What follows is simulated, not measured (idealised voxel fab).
Presented below is a process module, voxel local oxidation.
Square cells of 5 nm make up the cross-section cut, whose width is 230 nm.
Notation: cross-section as square-cell grid; stated in bands, top first, going down; one or more cell rows per band.
In this notation a band is specified by the heights of its top and bottom, in that order and in nm, after which its materials appear from left to right, each paired with its width in nm. The word "everywhere" attached to a single material means that material fills the band from edge to edge; the word "blank" stands for empty space.
Height 0 is the level under which the wafer as received is all one material. The lowest band goes on downwards, as in "0..down".
Width "30 to 40": first value at the band's top row of cells, second value at its bottom row, equal change from row to row.
For the purposes of this document, the phrase "no modifications" attached to a step denotes that no cell within the cross-section was modified by that step.
Any empty space of 8 cells or more lacking an open way to the top shows up in "Closed void register" as width x height at distance, distance from the left edge, in nm.
If you see something after the settings on a step's line, that's the simulator's own remark about that step.
If you see "overlay nm" on a step's line and that step has a mask, it's telling you how far right of where it was planned the mask ended up; a negative number means it went left instead.

### List of planned process steps
1,RECEIVE (material Si)
2,CONFORMAL_DEP (material SiO2; thk nm 5)
3,CONFORMAL_DEP (material SiN; thk nm 10)
4,PATTERN (tone cover; mask id ACTIVE; material resist; width nm 110; thk nm 20; overlay nm 0)
5,DIRECTIONAL_ETCH (etch materials SiN; depth nm 10)
6,STRIP (etch materials resist)
7,SELECTIVE_ETCH (etch materials SiO2; depth nm 5)
8,OXIDIZE (depth nm 10)
9,STRIP (etch materials SiN)

### Incoming wafer, cross-sectional view, post step 1
0..down | Si everywhere
Closed void register: none

### The module was run from the start shown above using the plan shown above, but one mistake was made doing it; the resulting wafer cross-section is below
0..-10 | SiO2 70  Si 90  SiO2 70
-10..down | Si everywhere
Closed void register: none
Error vs. plan: plan step 2 never ran because it was skipped
